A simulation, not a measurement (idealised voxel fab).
The process module presented herein is designated voxel transistor to metal.
170 nm wide, 5 nm square cells: that's cross-section cut.
Throughout this document, each cross-section is represented as a grid of square cells and is presented as a sequence of bands enumerated from the top downward, where a band comprises one or more rows of cells. Band: top and bottom heights (nm) first, top before bottom; then materials from left to right, widths in nm. "all across" marks a sole material filling the band edge to edge. "empty" denotes empty space. Where do heights start? At 0: under that level the wafer as delivered is made of one material only. And the lowest band has no floor; it just carries on downward, as in "top 0, no bottom". Think of "30..40" as a width that walks from the first number to the second as you go down the band, top row to bottom row, taking equal-sized steps from row to row. Where the words "remained unchanged" appear for a step, the cross-section shows no cell changed by that step; every cell remained as before. Look at "Enclosed void list" for the closed voids: empty spaces with no open path to the top, sized 8 cells or up. Each is width x height at distance, distance from the left edge, all nm. Text after the settings on a step's line: the simulator's own remark on that step. Regarding "overlay nm": on a step with a mask, it is the distance the mask lay to the right of its planned place; a negative value places it to the left. So the way this works: pairs, before and after one process step. The after picture only goes down to the lowest band that actually changed, nothing below. Step and its settings are under each pair. And watch out, pairs might come from different runs of this module, same starting wafer though, so a pair only follows on from the one above if its "Before processing" entry tells you so.

[Before processing]
- top 100, bottom 85 = 45 of resist | 15 of empty | 45 of resist | 15 of empty | 50 of resist
- top 85, bottom 60 = 45 of SiO2 | 15 of empty | 45 of SiO2 | 15 of empty | 50 of SiO2
- top 60, bottom 55 = 45 of SiN | 15 of empty | 45 of SiN | 15 of empty | 50 of SiN
- top 55, bottom 40 = 45 of SiO2 | 5 of TiN | 5 of Ru | 5 of TiN | 45 of SiO2 | 5 of TiN | 5 of Ru | 5 of TiN | 50 of SiO2
- top 40, bottom 30 = 45 of SiO2 | 5 of TiN | 5 of Ru | 5 of TiN | 5 of SiO2 | 10 of SiN | 15 of SiCN | 10 of SiN | 5 of SiO2 | 5 of TiN | 5 of Ru | 5 of TiN | 50 of SiO2
- top 30, bottom 5 = 45 of SiO2 | 5 of TiN | 5 of Ru | 5 of TiN | 5 of SiO2 | 10 of SiN | 15 of polySi | 10 of SiN | 5 of SiO2 | 5 of TiN | 5 of Ru | 5 of TiN | 50 of SiO2
- top 5, bottom 0 = 30 of SiO2 | 10 of SiN | 5 of SiO2 | 15 of TiN | 5 of SiO2 | 10 of SiN | 15 of polySi | 10 of SiN | 5 of SiO2 | 15 of TiN | 5 of SiO2 | 10 of SiN | 35 of SiO2
- top 0, bottom -5 = 40 of SiO2 | 25 of pSi | 35 of SiO2 | 25 of pSi | 45 of SiO2
- top -5, bottom -25 = 40 of SiO2 | 85 of Si | 45 of SiO2
- top -25, no bottom = Si all across
- Enclosed void list: none

[Post-Step Geometry]
- top 85, bottom 60 = 45 of SiO2 | 15 of empty | 45 of SiO2 | 15 of empty | 50 of SiO2
- Rest of section, below 60: as before.
- Enclosed void list: none
Between the cross-sections above, the step performed was STRIP, etch materials resist

Before processing: For the state before this step, see the after cross-section of the pair located directly above.

[Post-Step Geometry]
- top 90, bottom 85 = 50 of TiN | 5 of empty | 55 of TiN | 5 of empty | 55 of TiN
- top 85, bottom 60 = 45 of SiO2 | 5 of TiN | 5 of empty | 5 of TiN | 45 of SiO2 | 5 of TiN | 5 of empty | 5 of TiN | 50 of SiO2
- top 60, bottom 55 = 45 of SiN | 15 of TiN | 45 of SiN | 15 of TiN | 50 of SiN
- Rest of section, below 55: as before.
- Enclosed void list: none
Between the cross-sections above, the step performed was CONFORMAL_DEP, material TiN, thk nm 5

Before processing: For the state before this step, see the after cross-section of the pair located directly above.

[Post-Step Geometry]
- top 95, bottom 90 = Cu all across
- top 90, bottom 85 = 50 of TiN | 5 of Cu | 55 of TiN | 5 of Cu | 55 of TiN
- top 85, bottom 60 = 45 of SiO2 | 5 of TiN | 5 of Cu | 5 of TiN | 45 of SiO2 | 5 of TiN | 5 of Cu | 5 of TiN | 50 of SiO2
- Rest of section, below 60: as before.
- Enclosed void list: none
Between the cross-sections above, the step performed was FILL_DEP, material Cu, thk nm 5

Before processing: For the state before this step, see the after cross-section of the pair located directly above.

[Post-Step Geometry]
- top 85, bottom 60 = 45 of SiO2 | 5 of TiN | 5 of Cu | 5 of TiN | 45 of SiO2 | 5 of TiN | 5 of Cu | 5 of TiN | 50 of SiO2
- Rest of section, below 60: as before.
- Enclosed void list: none
Between the cross-sections above, the step performed was CMP, height nm 85

Before processing: For the state before this step, see the after cross-section of the pair located directly above.

[Post-Step Geometry]
- top 90, bottom 85 = SiCN all across
- Rest of section, below 85: as before.
- Enclosed void list: none
Between the cross-sections above, the step performed was CONFORMAL_DEP, material SiCN, thk nm 5

[Before processing]
- top 40, bottom 30 = 65 of empty | 10 of SiN | 15 of SiCN | 10 of SiN | 70 of empty
- top 30, bottom 5 = 65 of empty | 10 of SiN | 15 of polySi | 10 of SiN | 70 of empty
- top 5, bottom 0 = 30 of empty | 10 of SiN | 25 of empty | 10 of SiN | 15 of polySi | 10 of SiN | 25 of empty | 10 of SiN | 35 of empty
- top 0, bottom -5 = 40 of SiO2 | 25 of empty | 35 of SiO2 | 25 of empty | 45 of SiO2
- top -5, bottom -25 = 40 of SiO2 | 85 of Si | 45 of SiO2
- top -25, no bottom = Si all across
- Enclosed void list: none

[Post-Step Geometry]
- top 40, bottom 30 = 65 of empty | 10 of SiN | 15 of SiCN | 10 of SiN | 70 of empty
- top 30, bottom 5 = 65 of empty | 10 of SiN | 15 of polySi | 10 of SiN | 70 of empty
- top 5, bottom 0 = 30 of empty | 10 of SiN | 25 of empty | 10 of SiN | 15 of polySi | 10 of SiN | 25 of empty | 10 of SiN | 35 of empty
- top 0, bottom -5 = 40 of SiO2 | 25 of empty | 35 of SiO2 | 25 of empty | 45 of SiO2
- top -5, bottom -20 = 40 of SiO2 | 25 of empty | 35 of Si | 25 of empty | 45 of SiO2
- Rest of section, below -20: as before.
- Enclosed void list: none
Between the cross-sections above, the step performed was DIRECTIONAL_ETCH, etch materials Si, depth nm 15

Before processing: For the state before this step, see the after cross-section of the pair located directly above.

[Post-Step Geometry]
- top 40, bottom 30 = 65 of empty | 10 of SiN | 15 of SiCN | 10 of SiN | 70 of empty
- top 30, bottom 5 = 65 of empty | 10 of SiN | 15 of polySi | 10 of SiN | 70 of empty
- top 5, bottom 0 = 30 of empty | 10 of SiN | 15 of empty | 10 of pSi | 10 of SiN | 15 of polySi | 10 of SiN | 10 of pSi | 15 of empty | 10 of SiN | 35 of empty
- top 0, bottom -5 = 40 of SiO2 | 15 of empty | 10 of pSi | 35 of SiO2 | 10 of pSi | 15 of empty | 45 of SiO2
- top -5, bottom -10 = 40 of SiO2 | 15 of empty | 10 of pSi | 35 of Si | 10 of pSi | 15 of empty | 45 of SiO2
- top -10, bottom -20 = 40 of SiO2 | 25 of pSi | 35 of Si | 25 of pSi | 45 of SiO2
- Rest of section, below -20: as before.
- Enclosed void list: none
Between the cross-sections above, the step performed was EPI, material pSi, thk nm 10

Before processing: For the state before this step, see the after cross-section of the pair located directly above.

[Post-Step Geometry]
- top 45, bottom 40 = SiO2 all across
- top 40, bottom 30 = 65 of SiO2 | 10 of SiN | 15 of SiCN | 10 of SiN | 70 of SiO2
- top 30, bottom 5 = 65 of SiO2 | 10 of SiN | 15 of polySi | 10 of SiN | 70 of SiO2
- top 5, bottom 0 = 30 of SiO2 | 10 of SiN | 15 of SiO2 | 10 of pSi | 10 of SiN | 15 of polySi | 10 of SiN | 10 of pSi | 15 of SiO2 | 10 of SiN | 35 of SiO2
- top 0, bottom -5 = 55 of SiO2 | 10 of pSi | 35 of SiO2 | 10 of pSi | 60 of SiO2
- top -5, bottom -10 = 55 of SiO2 | 10 of pSi | 35 of Si | 10 of pSi | 60 of SiO2
- Rest of section, below -10: as before.
- Enclosed void list: none
Between the cross-sections above, the step performed was FILL_DEP, material SiO2, thk nm 5

Before processing: For the state before this step, see the after cross-section of the pair located directly above.

[Post-Step Geometry]
- top 40, bottom 30 = 65 of SiO2 | 10 of SiN | 15 of SiCN | 10 of SiN | 70 of SiO2
- Rest of section, below 30: as before.
- Enclosed void list: none
Between the cross-sections above, the step performed was CMP, height nm 40

Before processing: For the state before this step, see the after cross-section of the pair located directly above.

[Post-Step Geometry]
- top 55, bottom 40 = SiO2 all across
- Rest of section, below 40: as before.
- Enclosed void list: none
Between the cross-sections above, the step performed was DIRECTIONAL_DEP, material SiO2, thk nm 15

Before processing: For the state before this step, see the after cross-section of the pair located directly above.

[Post-Step Geometry]
- top 55, bottom 40 = 45 of SiO2 | 15 of empty | 45 of SiO2 | 15 of empty | 50 of SiO2
- top 40, bottom 30 = 45 of SiO2 | 15 of empty | 5 of SiO2 | 10 of SiN | 15 of SiCN | 10 of SiN | 5 of SiO2 | 15 of empty | 50 of SiO2
- top 30, bottom 5 = 45 of SiO2 | 15 of empty | 5 of SiO2 | 10 of SiN | 15 of polySi | 10 of SiN | 5 of SiO2 | 15 of empty | 50 of SiO2
- top 5, bottom 0 = 30 of SiO2 | 10 of SiN | 5 of SiO2 | 10 of empty | 10 of pSi | 10 of SiN | 15 of polySi | 10 of SiN | 10 of pSi | 10 of empty | 5 of SiO2 | 10 of SiN | 35 of SiO2
- Rest of section, below 0: as before.
- Enclosed void list: none
Between the cross-sections above, the step performed was MASKED_ETCH, tone open, mask id CONTACT, width nm 15, pitch nm 60, etch materials SiO2, depth nm 55, overlay nm 0

Before processing: For the state before this step, see the after cross-section of the pair located directly above.

[Post-Step Geometry]
- top 60, bottom 55 = 50 of TiN | 5 of empty | 55 of TiN | 5 of empty | 55 of TiN
- top 55, bottom 40 = 45 of SiO2 | 5 of TiN | 5 of empty | 5 of TiN | 45 of SiO2 | 5 of TiN | 5 of empty | 5 of TiN | 50 of SiO2
- top 40, bottom 30 = 45 of SiO2 | 5 of TiN | 5 of empty | 5 of TiN | 5 of SiO2 | 10 of SiN | 15 of SiCN | 10 of SiN | 5 of SiO2 | 5 of TiN | 5 of empty | 5 of TiN | 50 of SiO2
- top 30, bottom 10 = 45 of SiO2 | 5 of TiN | 5 of empty | 5 of TiN | 5 of SiO2 | 10 of SiN | 15 of polySi | 10 of SiN | 5 of SiO2 | 5 of TiN | 5 of empty | 5 of TiN | 50 of SiO2
- top 10, bottom 5 = 45 of SiO2 | 15 of TiN | 5 of SiO2 | 10 of SiN | 15 of polySi | 10 of SiN | 5 of SiO2 | 15 of TiN | 50 of SiO2
- top 5, bottom 0 = 30 of SiO2 | 10 of SiN | 5 of SiO2 | 10 of TiN | 10 of pSi | 10 of SiN | 15 of polySi | 10 of SiN | 10 of pSi | 10 of TiN | 5 of SiO2 | 10 of SiN | 35 of SiO2
- Rest of section, below 0: as before.
- Enclosed void list: none
Between the cross-sections above, the step performed was CONFORMAL_DEP, material TiN, thk nm 5

Before processing: For the state before this step, see the after cross-section of the pair located directly above.

[Post-Step Geometry]
- top 70, bottom 60 = Ru all across
- top 60, bottom 55 = 50 of TiN | 5 of Ru | 55 of TiN | 5 of Ru | 55 of TiN
- top 55, bottom 40 = 45 of SiO2 | 5 of TiN | 5 of Ru | 5 of TiN | 45 of SiO2 | 5 of TiN | 5 of Ru | 5 of TiN | 50 of SiO2
- top 40, bottom 30 = 45 of SiO2 | 5 of TiN | 5 of Ru | 5 of TiN | 5 of SiO2 | 10 of SiN | 15 of SiCN | 10 of SiN | 5 of SiO2 | 5 of TiN | 5 of Ru | 5 of TiN | 50 of SiO2
- top 30, bottom 10 = 45 of SiO2 | 5 of TiN | 5 of Ru | 5 of TiN | 5 of SiO2 | 10 of SiN | 15 of polySi | 10 of SiN | 5 of SiO2 | 5 of TiN | 5 of Ru | 5 of TiN | 50 of SiO2
- Rest of section, below 10: as before.
- Enclosed void list: none
Between the cross-sections above, the step performed was FILL_DEP, material Ru, thk nm 10

Before processing: For the state before this step, see the after cross-section of the pair located directly above.

[Post-Step Geometry]
- top 55, bottom 40 = 45 of SiO2 | 5 of TiN | 5 of Ru | 5 of TiN | 45 of SiO2 | 5 of TiN | 5 of Ru | 5 of TiN | 50 of SiO2
- Rest of section, below 40: as before.
- Enclosed void list: none
Between the cross-sections above, the step performed was CMP, height nm 55

Before processing: For the state before this step, see the after cross-section of the pair located directly above.

[Post-Step Geometry]
- top 60, bottom 55 = SiN all across
- Rest of section, below 55: as before.
- Enclosed void list: none
Between the cross-sections above, the step performed was CONFORMAL_DEP, material SiN, thk nm 5

Before processing: For the state before this step, see the after cross-section of the pair located directly above.

[Post-Step Geometry]
- top 85, bottom 60 = SiO2 all across
- Rest of section, below 60: as before.
- Enclosed void list: none
Between the cross-sections above, the step performed was DIRECTIONAL_DEP, material SiO2, thk nm 25

Before processing: For the state before this step, see the after cross-section of the pair located directly above.

[Post-Step Geometry]
- top 100, bottom 85 = 45 of resist | 15 of empty | 45 of resist | 15 of empty | 50 of resist
- Rest of section, below 85: as before.
- Enclosed void list: none
Between the cross-sections above, the step performed was PATTERN, tone open, mask id METAL_1, material resist, width nm 15, pitch nm 60, thk nm 15, overlay nm 0

Before processing: For the state before this step, see the after cross-section of the pair located directly above.

[Post-Step Geometry]
- top 100, bottom 85 = 45 of resist | 15 of empty | 45 of resist | 15 of empty | 50 of resist
- top 85, bottom 60 = 45 of SiO2 | 15 of empty | 45 of SiO2 | 15 of empty | 50 of SiO2
- Rest of section, below 60: as before.
- Enclosed void list: none
Between the cross-sections above, the step performed was DIRECTIONAL_ETCH, etch materials SiO2, depth nm 25

Before processing: For the state before this step, see the after cross-section of the pair located directly above.

[Post-Step Geometry]
- top 100, bottom 85 = 45 of resist | 15 of empty | 45 of resist | 15 of empty | 50 of resist
- top 85, bottom 60 = 45 of SiO2 | 15 of empty | 45 of SiO2 | 15 of empty | 50 of SiO2
- top 60, bottom 55 = 45 of SiN | 15 of empty | 45 of SiN | 15 of empty | 50 of SiN
- Rest of section, below 55: as before.
- Enclosed void list: none
Between the cross-sections above, the step performed was DIRECTIONAL_ETCH, etch materials SiN, depth nm 5

Before processing: For the state before this step, see the after cross-section of the pair located directly above.

[Post-Step Geometry]
- top 85, bottom 60 = 45 of SiO2 | 15 of empty | 45 of SiO2 | 15 of empty | 50 of SiO2
- Rest of section, below 60: as before.
- Enclosed void list: none
Between the cross-sections above, the step performed was STRIP, etch materials resist

Before processing: For the state before this step, see the after cross-section of the pair located directly above.

[Post-Step Geometry]
- top 90, bottom 85 = 50 of TiN | 5 of empty | 55 of TiN | 5 of empty | 55 of TiN
- top 85, bottom 60 = 45 of SiO2 | 5 of TiN | 5 of empty | 5 of TiN | 45 of SiO2 | 5 of TiN | 5 of empty | 5 of TiN | 50 of SiO2
- top 60, bottom 55 = 45 of SiN | 15 of TiN | 45 of SiN | 15 of TiN | 50 of SiN
- Rest of section, below 55: as before.
- Enclosed void list: none
Between the cross-sections above, the step performed was CONFORMAL_DEP, material TiN, thk nm 5

Before processing: For the state before this step, see the after cross-section of the pair located directly above.

[Post-Step Geometry]
- top 95, bottom 90 = Cu all across
- top 90, bottom 85 = 50 of TiN | 5 of Cu | 55 of TiN | 5 of Cu | 55 of TiN
- top 85, bottom 60 = 45 of SiO2 | 5 of TiN | 5 of Cu | 5 of TiN | 45 of SiO2 | 5 of TiN | 5 of Cu | 5 of TiN | 50 of SiO2
- Rest of section, below 60: as before.
- Enclosed void list: none
Between the cross-sections above, the step performed was FILL_DEP, material Cu, thk nm 5

Before processing: For the state before this step, see the after cross-section of the pair located directly above.

[Post-Step Geometry]
- top 85, bottom 60 = 45 of SiO2 | 5 of TiN | 5 of Cu | 5 of TiN | 45 of SiO2 | 5 of TiN | 5 of Cu | 5 of TiN | 50 of SiO2
- Rest of section, below 60: as before.
- Enclosed void list: none
Between the cross-sections above, the step performed was CMP, height nm 85

Before processing: For the state before this step, see the after cross-section of the pair located directly above.

[Post-Step Geometry]
- top 90, bottom 85 = SiCN all across
- Rest of section, below 85: as before.
- Enclosed void list: none
Between the cross-sections above, the step performed was CONFORMAL_DEP, material SiCN, thk nm 5

[Before processing]
- top 55, bottom 40 = SiO2 all across
- top 40, bottom 30 = 65 of SiO2 | 10 of SiN | 15 of SiCN | 10 of SiN | 70 of SiO2
- top 30, bottom 5 = 65 of SiO2 | 10 of SiN | 15 of polySi | 10 of SiN | 70 of SiO2
- top 5, bottom 0 = 30 of SiO2 | 10 of SiN | 15 of SiO2 | 10 of pSi | 10 of SiN | 15 of polySi | 10 of SiN | 10 of pSi | 15 of SiO2 | 10 of SiN | 35 of SiO2
- top 0, bottom -5 = 40 of SiO2 | 25 of pSi | 35 of SiO2 | 25 of pSi | 45 of SiO2
- top -5, bottom -10 = 40 of SiO2 | 25 of pSi | 35 of Si | 25 of pSi | 45 of SiO2
- top -10, bottom -25 = 40 of SiO2 | 85 of Si | 45 of SiO2
- top -25, no bottom = Si all across
- Enclosed void list: none

[Post-Step Geometry]
- top 55, bottom 40 = 40 of SiO2 | 25 of empty | 35 of SiO2 | 25 of empty | 45 of SiO2
- top 40, bottom 30 = 40 of SiO2 | 25 of empty | 10 of SiN | 15 of SiCN | 10 of SiN | 25 of empty | 45 of SiO2
- top 30, bottom 5 = 40 of SiO2 | 25 of empty | 10 of SiN | 15 of polySi | 10 of SiN | 25 of empty | 45 of SiO2
- top 5, bottom 0 = 30 of SiO2 | 10 of SiN | 15 of empty | 10 of pSi | 10 of SiN | 15 of polySi | 10 of SiN | 10 of pSi | 15 of empty | 10 of SiN | 35 of SiO2
- Rest of section, below 0: as before.
- Enclosed void list: none
Between the cross-sections above, the step performed was MASKED_ETCH, tone open, mask id CONTACT, width nm 25, pitch nm 60, etch materials SiO2, depth nm 55, overlay nm 0

Before processing: For the state before this step, see the after cross-section of the pair located directly above.

[Post-Step Geometry]
- top 60, bottom 55 = 45 of TiN | 15 of empty | 45 of TiN | 15 of empty | 50 of TiN
- top 55, bottom 40 = 40 of SiO2 | 5 of TiN | 15 of empty | 5 of TiN | 35 of SiO2 | 5 of TiN | 15 of empty | 5 of TiN | 45 of SiO2
- top 40, bottom 30 = 40 of SiO2 | 5 of TiN | 15 of empty | 5 of TiN | 10 of SiN | 15 of SiCN | 10 of SiN | 5 of TiN | 15 of empty | 5 of TiN | 45 of SiO2
- top 30, bottom 10 = 40 of SiO2 | 5 of TiN | 15 of empty | 5 of TiN | 10 of SiN | 15 of polySi | 10 of SiN | 5 of TiN | 15 of empty | 5 of TiN | 45 of SiO2
- top 10, bottom 5 = 40 of SiO2 | 5 of TiN | 5 of empty | 15 of TiN | 10 of SiN | 15 of polySi | 10 of SiN | 15 of TiN | 5 of empty | 5 of TiN | 45 of SiO2
- top 5, bottom 0 = 30 of SiO2 | 10 of SiN | 15 of TiN | 10 of pSi | 10 of SiN | 15 of polySi | 10 of SiN | 10 of pSi | 15 of TiN | 10 of SiN | 35 of SiO2
- Rest of section, below 0: as before.
- Enclosed void list: none
Between the cross-sections above, the step performed was CONFORMAL_DEP, material TiN, thk nm 5

Before processing: For the state before this step, see the after cross-section of the pair located directly above.

[Post-Step Geometry]
- top 70, bottom 60 = Ru all across
- top 60, bottom 55 = 45 of TiN | 15 of Ru | 45 of TiN | 15 of Ru | 50 of TiN
- top 55, bottom 40 = 40 of SiO2 | 5 of TiN | 15 of Ru | 5 of TiN | 35 of SiO2 | 5 of TiN | 15 of Ru | 5 of TiN | 45 of SiO2
- top 40, bottom 30 = 40 of SiO2 | 5 of TiN | 15 of Ru | 5 of TiN | 10 of SiN | 15 of SiCN | 10 of SiN | 5 of TiN | 15 of Ru | 5 of TiN | 45 of SiO2
- top 30, bottom 10 = 40 of SiO2 | 5 of TiN | 15 of Ru | 5 of TiN | 10 of SiN | 15 of polySi | 10 of SiN | 5 of TiN | 15 of Ru | 5 of TiN | 45 of SiO2
- top 10, bottom 5 = 40 of SiO2 | 5 of TiN | 5 of Ru | 15 of TiN | 10 of SiN | 15 of polySi | 10 of SiN | 15 of TiN | 5 of Ru | 5 of TiN | 45 of SiO2
- Rest of section, below 5: as before.
- Enclosed void list: none
Between the cross-sections above, the step performed was FILL_DEP, material Ru, thk nm 10

Before processing: For the state before this step, see the after cross-section of the pair located directly above.

[Post-Step Geometry]
- top 55, bottom 40 = 40 of SiO2 | 5 of TiN | 15 of Ru | 5 of TiN | 35 of SiO2 | 5 of TiN | 15 of Ru | 5 of TiN | 45 of SiO2
- Rest of section, below 40: as before.
- Enclosed void list: none
Between the cross-sections above, the step performed was CMP, height nm 55

Before processing: For the state before this step, see the after cross-section of the pair located directly above.

[Post-Step Geometry]
- top 60, bottom 55 = SiN all across
- Rest of section, below 55: as before.
- Enclosed void list: none
Between the cross-sections above, the step performed was CONFORMAL_DEP, material SiN, thk nm 5

Before processing: For the state before this step, see the after cross-section of the pair located directly above.

[Post-Step Geometry]
- top 85, bottom 60 = SiO2 all across
- Rest of section, below 60: as before.
- Enclosed void list: none
Between the cross-sections above, the step performed was DIRECTIONAL_DEP, material SiO2, thk nm 25

Before processing: For the state before this step, see the after cross-section of the pair located directly above.

[Post-Step Geometry]
- top 100, bottom 85 = 45 of resist | 15 of empty | 45 of resist | 15 of empty | 50 of resist
- Rest of section, below 85: as before.
- Enclosed void list: none
Between the cross-sections above, the step performed was PATTERN, tone open, mask id METAL_1, material resist, width nm 15, pitch nm 60, thk nm 15, overlay nm 0

Before processing: For the state before this step, see the after cross-section of the pair located directly above.

[Post-Step Geometry]
- top 100, bottom 85 = 45 of resist | 15 of empty | 45 of resist | 15 of empty | 50 of resist
- top 85, bottom 60 = 45 of SiO2 | 15 of empty | 45 of SiO2 | 15 of empty | 50 of SiO2
- Rest of section, below 60: as before.
- Enclosed void list: none
Between the cross-sections above, the step performed was DIRECTIONAL_ETCH, etch materials SiO2, depth nm 25

Before processing: For the state before this step, see the after cross-section of the pair located directly above.

[Post-Step Geometry]
- top 100, bottom 85 = 45 of resist | 15 of empty | 45 of resist | 15 of empty | 50 of resist
- top 85, bottom 60 = 45 of SiO2 | 15 of empty | 45 of SiO2 | 15 of empty | 50 of SiO2
- top 60, bottom 55 = 45 of SiN | 15 of empty | 45 of SiN | 15 of empty | 50 of SiN
- Rest of section, below 55: as before.
- Enclosed void list: none
Between the cross-sections above, the step performed was DIRECTIONAL_ETCH, etch materials SiN, depth nm 5

Before processing: For the state before this step, see the after cross-section of the pair located directly above.

[Post-Step Geometry]
- top 85, bottom 60 = 45 of SiO2 | 15 of empty | 45 of SiO2 | 15 of empty | 50 of SiO2
- Rest of section, below 60: as before.
- Enclosed void list: none
Between the cross-sections above, the step performed was STRIP, etch materials resist

Before processing: For the state before this step, see the after cross-section of the pair located directly above.

[Post-Step Geometry]
- top 90, bottom 85 = 50 of TiN | 5 of empty | 55 of TiN | 5 of empty | 55 of TiN
- top 85, bottom 60 = 45 of SiO2 | 5 of TiN | 5 of empty | 5 of TiN | 45 of SiO2 | 5 of TiN | 5 of empty | 5 of TiN | 50 of SiO2
- top 60, bottom 55 = 45 of SiN | 15 of TiN | 45 of SiN | 15 of TiN | 50 of SiN
- Rest of section, below 55: as before.
- Enclosed void list: none
Between the cross-sections above, the step performed was CONFORMAL_DEP, material TiN, thk nm 5

Before processing: For the state before this step, see the after cross-section of the pair located directly above.

[Post-Step Geometry]
- top 95, bottom 90 = Cu all across
- top 90, bottom 85 = 50 of TiN | 5 of Cu | 55 of TiN | 5 of Cu | 55 of TiN
- top 85, bottom 60 = 45 of SiO2 | 5 of TiN | 5 of Cu | 5 of TiN | 45 of SiO2 | 5 of TiN | 5 of Cu | 5 of TiN | 50 of SiO2
- Rest of section, below 60: as before.
- Enclosed void list: none
Between the cross-sections above, the step performed was FILL_DEP, material Cu, thk nm 5

Before processing: For the state before this step, see the after cross-section of the pair located directly above.

[Post-Step Geometry]
- top 85, bottom 60 = 45 of SiO2 | 5 of TiN | 5 of Cu | 5 of TiN | 45 of SiO2 | 5 of TiN | 5 of Cu | 5 of TiN | 50 of SiO2
- Rest of section, below 60: as before.
- Enclosed void list: none
Between the cross-sections above, the step performed was CMP, height nm 85

Before processing: For the state before this step, see the after cross-section of the pair located directly above.

[Post-Step Geometry]
- top 90, bottom 85 = SiCN all across
- Rest of section, below 85: as before.
- Enclosed void list: none
Between the cross-sections above, the step performed was CONFORMAL_DEP, material SiCN, thk nm 5

[Before processing]
- top 55, bottom 40 = SiO2 all across
- top 40, bottom 30 = 65 of SiO2 | 10 of SiN | 15 of SiCN | 10 of SiN | 70 of SiO2
- top 30, bottom 5 = 65 of SiO2 | 10 of SiN | 15 of polySi | 10 of SiN | 70 of SiO2
- top 5, bottom 0 = 30 of SiO2 | 10 of SiN | 15 of SiO2 | 10 of pSi | 10 of SiN | 15 of polySi | 10 of SiN | 10 of pSi | 15 of SiO2 | 10 of SiN | 35 of SiO2
- top 0, bottom -5 = 40 of SiO2 | 25 of pSi | 35 of SiO2 | 25 of pSi | 45 of SiO2
- top -5, bottom -10 = 40 of SiO2 | 25 of pSi | 35 of Si | 25 of pSi | 45 of SiO2
- top -10, bottom -25 = 40 of SiO2 | 85 of Si | 45 of SiO2
- top -25, no bottom = Si all across
- Enclosed void list: none

[Post-Step Geometry]
- top 55, bottom 40 = 55 of SiO2 | 15 of empty | 45 of SiO2 | 15 of empty | 40 of SiO2
- top 40, bottom 30 = 55 of SiO2 | 10 of empty | 10 of SiN | 15 of SiCN | 10 of SiN | 15 of SiO2 | 15 of empty | 40 of SiO2
- top 30, bottom 5 = 55 of SiO2 | 10 of empty | 10 of SiN | 15 of polySi | 10 of SiN | 15 of SiO2 | 15 of empty | 40 of SiO2
- top 5, bottom 0 = 30 of SiO2 | 10 of SiN | 15 of SiO2 | 10 of pSi | 10 of SiN | 15 of polySi | 10 of SiN | 10 of pSi | 5 of SiO2 | 10 of empty | 10 of SiN | 35 of SiO2
- Rest of section, below 0: as before.
- Enclosed void list: none
Between the cross-sections above, the step performed was MASKED_ETCH, tone open, mask id CONTACT, width nm 15, pitch nm 60, etch materials SiO2, depth nm 55, overlay nm 10

Before processing: For the state before this step, see the after cross-section of the pair located directly above.

[Post-Step Geometry]
- top 60, bottom 55 = 60 of TiN | 5 of empty | 55 of TiN | 5 of empty | 45 of TiN
- top 55, bottom 45 = 55 of SiO2 | 5 of TiN | 5 of empty | 5 of TiN | 45 of SiO2 | 5 of TiN | 5 of empty | 5 of TiN | 40 of SiO2
- top 45, bottom 40 = 55 of SiO2 | 15 of TiN | 45 of SiO2 | 5 of TiN | 5 of empty | 5 of TiN | 40 of SiO2
- top 40, bottom 30 = 55 of SiO2 | 10 of TiN | 10 of SiN | 15 of SiCN | 10 of SiN | 15 of SiO2 | 5 of TiN | 5 of empty | 5 of TiN | 40 of SiO2
- top 30, bottom 10 = 55 of SiO2 | 10 of TiN | 10 of SiN | 15 of polySi | 10 of SiN | 15 of SiO2 | 5 of TiN | 5 of empty | 5 of TiN | 40 of SiO2
- top 10, bottom 5 = 55 of SiO2 | 10 of TiN | 10 of SiN | 15 of polySi | 10 of SiN | 15 of SiO2 | 15 of TiN | 40 of SiO2
- top 5, bottom 0 = 30 of SiO2 | 10 of SiN | 15 of SiO2 | 10 of pSi | 10 of SiN | 15 of polySi | 10 of SiN | 10 of pSi | 5 of SiO2 | 10 of TiN | 10 of SiN | 35 of SiO2
- Rest of section, below 0: as before.
- Enclosed void list: none
Between the cross-sections above, the step performed was CONFORMAL_DEP, material TiN, thk nm 5

Before processing: For the state before this step, see the after cross-section of the pair located directly above.

[Post-Step Geometry]
- top 70, bottom 60 = Ru all across
- top 60, bottom 55 = 60 of TiN | 5 of Ru | 55 of TiN | 5 of Ru | 45 of TiN
- top 55, bottom 45 = 55 of SiO2 | 5 of TiN | 5 of Ru | 5 of TiN | 45 of SiO2 | 5 of TiN | 5 of Ru | 5 of TiN | 40 of SiO2
- top 45, bottom 40 = 55 of SiO2 | 15 of TiN | 45 of SiO2 | 5 of TiN | 5 of Ru | 5 of TiN | 40 of SiO2
- top 40, bottom 30 = 55 of SiO2 | 10 of TiN | 10 of SiN | 15 of SiCN | 10 of SiN | 15 of SiO2 | 5 of TiN | 5 of Ru | 5 of TiN | 40 of SiO2
- top 30, bottom 10 = 55 of SiO2 | 10 of TiN | 10 of SiN | 15 of polySi | 10 of SiN | 15 of SiO2 | 5 of TiN | 5 of Ru | 5 of TiN | 40 of SiO2
- Rest of section, below 10: as before.
- Enclosed void list: none
Between the cross-sections above, the step performed was FILL_DEP, material Ru, thk nm 10

Before processing: For the state before this step, see the after cross-section of the pair located directly above.

[Post-Step Geometry]
- top 55, bottom 45 = 55 of SiO2 | 5 of TiN | 5 of Ru | 5 of TiN | 45 of SiO2 | 5 of TiN | 5 of Ru | 5 of TiN | 40 of SiO2
- Rest of section, below 45: as before.
- Enclosed void list: none
Between the cross-sections above, the step performed was CMP, height nm 55

Before processing: For the state before this step, see the after cross-section of the pair located directly above.

[Post-Step Geometry]
- top 60, bottom 55 = SiN all across
- Rest of section, below 55: as before.
- Enclosed void list: none
Between the cross-sections above, the step performed was CONFORMAL_DEP, material SiN, thk nm 5

Before processing: For the state before this step, see the after cross-section of the pair located directly above.

[Post-Step Geometry]
- top 85, bottom 60 = SiO2 all across
- Rest of section, below 60: as before.
- Enclosed void list: none
Between the cross-sections above, the step performed was DIRECTIONAL_DEP, material SiO2, thk nm 25

Before processing: For the state before this step, see the after cross-section of the pair located directly above.

[Post-Step Geometry]
- top 100, bottom 85 = 45 of resist | 15 of empty | 45 of resist | 15 of empty | 50 of resist
- Rest of section, below 85: as before.
- Enclosed void list: none
Between the cross-sections above, the step performed was PATTERN, tone open, mask id METAL_1, material resist, width nm 15, pitch nm 60, thk nm 15, overlay nm 0

Before processing: For the state before this step, see the after cross-section of the pair located directly above.

[Post-Step Geometry]
- top 100, bottom 85 = 45 of resist | 15 of empty | 45 of resist | 15 of empty | 50 of resist
- top 85, bottom 60 = 45 of SiO2 | 15 of empty | 45 of SiO2 | 15 of empty | 50 of SiO2
- Rest of section, below 60: as before.
- Enclosed void list: none
Between the cross-sections above, the step performed was DIRECTIONAL_ETCH, etch materials SiO2, depth nm 25
